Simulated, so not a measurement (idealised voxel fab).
process module | voxel self aligned contacts
cross-section cut | 205 nm wide | cells 5 nm
A cross-section is a grid of square cells, given in bands from the top down. A band is one or more rows of cells.
Each band's line starts with the height of the band's top and of its bottom, in nm. Then come its materials from left to right, each with its width in nm. One material with "throughout" fills the band from edge to edge. "air" is empty space.
Height 0 is the level under which the wafer as received is all one material. The lowest band goes on downwards, as in "0 down".
A width such as "30 to 40" changes by the same amount from each row of cells to the next, from the band's top row to its bottom row.
"no change" after a step means that no cell of the cross-section changed.
closed voids: empty space of 8 cells or more with no open way to the top, each as width x height at its distance from the left edge, in nm
after a step's settings: what the simulator itself notes on the step
overlay nm, on a step with a mask: how far to the right of its planned place the mask lay; to the left if negative
plan
1 op RECEIVE | material Si
2 op CONFORMAL_DEP | material SiO2 | thk nm 5
3 op DIRECTIONAL_DEP | material polySi | thk nm 20
4 op DIRECTIONAL_DEP | material SiN | thk nm 15
5 op MASKED_ETCH | tone cover | mask id GATE | width nm 30 | pitch nm 65 | etch materials SiN | depth nm 15 | overlay nm 0
6 op MASKED_ETCH | tone cover | mask id GATE | width nm 30 | pitch nm 65 | etch materials polySi | depth nm 20 | overlay nm 0
7 op CONFORMAL_DEP | material SiN | thk nm 5
8 op DIRECTIONAL_ETCH | etch materials SiN | depth nm 5
9 op FILL_DEP | material SiO2 | thk nm 20
10 op CMP | height nm 50
11 op DIRECTIONAL_DEP | material aC | thk nm 10
12 op PATTERN | tone open | mask id CONTACT | material resist | width nm 45 | thk nm 25 | overlay nm 0
13 op DIRECTIONAL_ETCH | etch materials aC | depth nm 10
14 op STRIP | etch materials resist
15 op DIRECTIONAL_ETCH | etch materials SiO2 | depth nm 50
16 op STRIP | etch materials aC
17 op CONFORMAL_DEP | material TiN | thk nm 5
18 op FILL_DEP | material W | thk nm 10
19 op CMP | height nm 50
20 op CONFORMAL_DEP | material SiN | thk nm 5
first wafer, as planned
as received, after step 1
  0 down: Si throughout
  closed voids: none
after step 2
  5 to 0: SiO2 throughout
  below 0: unchanged
after step 3
  25 to 5: polySi throughout
  below 5: unchanged
after step 4
  40 to 25: SiN throughout
  below 25: unchanged
after step 5
  40 to 25: air 55 | SiN 30 | air 35 | SiN 30 | air 55
  below 25: unchanged
after step 6
  40 to 25: air 55 | SiN 30 | air 35 | SiN 30 | air 55
  25 to 5: air 55 | polySi 30 | air 35 | polySi 30 | air 55
  below 5: unchanged
after step 7
  45 to 25: air 50 | SiN 40 | air 25 | SiN 40 | air 50
  25 to 10: air 50 | SiN 5 | polySi 30 | SiN 5 | air 25 | SiN 5 | polySi 30 | SiN 5 | air 50
  10 to 5: SiN 55 | polySi 30 | SiN 35 | polySi 30 | SiN 55
  below 5: unchanged
after step 8
  40 to 25: air 50 | SiN 40 | air 25 | SiN 40 | air 50
  25 to 5: air 50 | SiN 5 | polySi 30 | SiN 5 | air 25 | SiN 5 | polySi 30 | SiN 5 | air 50
  below 5: unchanged
after step 9
  60 to 40: SiO2 throughout
  40 to 25: SiO2 50 | SiN 40 | SiO2 25 | SiN 40 | SiO2 50
  25 to 5: SiO2 50 | SiN 5 | polySi 30 | SiN 5 | SiO2 25 | SiN 5 | polySi 30 | SiN 5 | SiO2 50
  below 5: unchanged
after step 10
  50 to 40: SiO2 throughout
  below 40: unchanged
after step 11
  60 to 50: aC throughout
  below 50: unchanged
after step 12
  85 to 60: resist 80 | air 45 | resist 80
  below 60: unchanged
after step 13
  75 to 60: resist 80 | air 45 | resist 80
  60 to 50: aC 80 | air 45 | aC 80
  below 50: unchanged
after step 14
  60 to 50: aC 80 | air 45 | aC 80
  below 50: unchanged
after step 15
  60 to 50: aC 80 | air 45 | aC 80
  50 to 40: SiO2 80 | air 45 | SiO2 80
  40 to 25: SiO2 50 | SiN 40 | air 25 | SiN 40 | SiO2 50
  25 to 5: SiO2 50 | SiN 5 | polySi 30 | SiN 5 | air 25 | SiN 5 | polySi 30 | SiN 5 | SiO2 50
  5 to 0: SiO2 90 | air 25 | SiO2 90
  below 0: unchanged
after step 16
  50 to 40: SiO2 80 | air 45 | SiO2 80
  below 40: unchanged
after step 17
  55 to 50: TiN 85 | air 35 | TiN 85
  50 to 40: SiO2 80 | TiN 5 to 15 | air 35 to 15 | TiN 5 to 15 | SiO2 80
  40 to 25: SiO2 50 | SiN 40 | TiN 5 | air 15 | TiN 5 | SiN 40 | SiO2 50
  25 to 5: SiO2 50 | SiN 5 | polySi 30 | SiN 5 | TiN 5 | air 15 | TiN 5 | SiN 5 | polySi 30 | SiN 5 | SiO2 50
  5 to 0: SiO2 90 | TiN 25 | SiO2 90
  below 0: unchanged
after step 18
  65 to 55: W throughout
  55 to 50: TiN 85 | W 35 | TiN 85
  50 to 40: SiO2 80 | TiN 5 to 15 | W 35 to 15 | TiN 5 to 15 | SiO2 80
  40 to 25: SiO2 50 | SiN 40 | TiN 5 | W 15 | TiN 5 | SiN 40 | SiO2 50
  25 to 5: SiO2 50 | SiN 5 | polySi 30 | SiN 5 | TiN 5 | W 15 | TiN 5 | SiN 5 | polySi 30 | SiN 5 | SiO2 50
  below 5: unchanged
after step 19
  50 to 40: SiO2 80 | TiN 5 to 15 | W 35 to 15 | TiN 5 to 15 | SiO2 80
  below 40: unchanged
after step 20
  55 to 50: SiN throughout
  below 50: unchanged
second wafer: like start, like plan, one mistake. Through step 11 it matches the first wafer
when step 12 should have ended
  85 to 60: resist 85 | air 40 | resist 80
  below 60: unchanged
when step 13 should have ended
  75 to 60: resist 85 | air 40 | resist 80
  60 to 50: aC 85 | air 40 | aC 80
  below 50: unchanged
when step 14 should have ended
  60 to 50: aC 85 | air 40 | aC 80
  below 50: unchanged
when step 15 should have ended
  60 to 50: aC 85 | air 40 | aC 80
  50 to 40: SiO2 85 | air 40 | SiO2 80
  40 to 25: SiO2 50 | SiN 40 | air 25 | SiN 40 | SiO2 50
  25 to 5: SiO2 50 | SiN 5 | polySi 30 | SiN 5 | air 25 | SiN 5 | polySi 30 | SiN 5 | SiO2 50
  5 to 0: SiO2 90 | air 25 | SiO2 90
  below 0: unchanged
when step 16 should have ended
  50 to 40: SiO2 85 | air 40 | SiO2 80
  below 40: unchanged
when step 17 should have ended
  55 to 50: TiN 90 | air 30 | TiN 85
  50 to 40: SiO2 85 | TiN 5 to 10 | air 30 to 15 | TiN 5 to 15 | SiO2 80
  40 to 25: SiO2 50 | SiN 40 | TiN 5 | air 15 | TiN 5 | SiN 40 | SiO2 50
  25 to 5: SiO2 50 | SiN 5 | polySi 30 | SiN 5 | TiN 5 | air 15 | TiN 5 | SiN 5 | polySi 30 | SiN 5 | SiO2 50
  5 to 0: SiO2 90 | TiN 25 | SiO2 90
  below 0: unchanged
when step 18 should have ended
  65 to 55: W throughout
  55 to 50: TiN 90 | W 30 | TiN 85
  50 to 40: SiO2 85 | TiN 5 to 10 | W 30 to 15 | TiN 5 to 15 | SiO2 80
  40 to 25: SiO2 50 | SiN 40 | TiN 5 | W 15 | TiN 5 | SiN 40 | SiO2 50
  25 to 5: SiO2 50 | SiN 5 | polySi 30 | SiN 5 | TiN 5 | W 15 | TiN 5 | SiN 5 | polySi 30 | SiN 5 | SiO2 50
  below 5: unchanged
when step 19 should have ended
  50 to 40: SiO2 85 | TiN 5 to 10 | W 30 to 15 | TiN 5 to 15 | SiO2 80
  below 40: unchanged
when step 20 should have ended
  55 to 50: SiN throughout
  below 50: unchanged
what went wrong: step 12 ran as: op PATTERN | tone open | mask id CONTACT | material resist | width nm 40 | thk nm 25 | overlay nm 0
at the end the second wafer has, in cells: 2 more of SiO2 | 1 fewer of TiN | 1 fewer of W
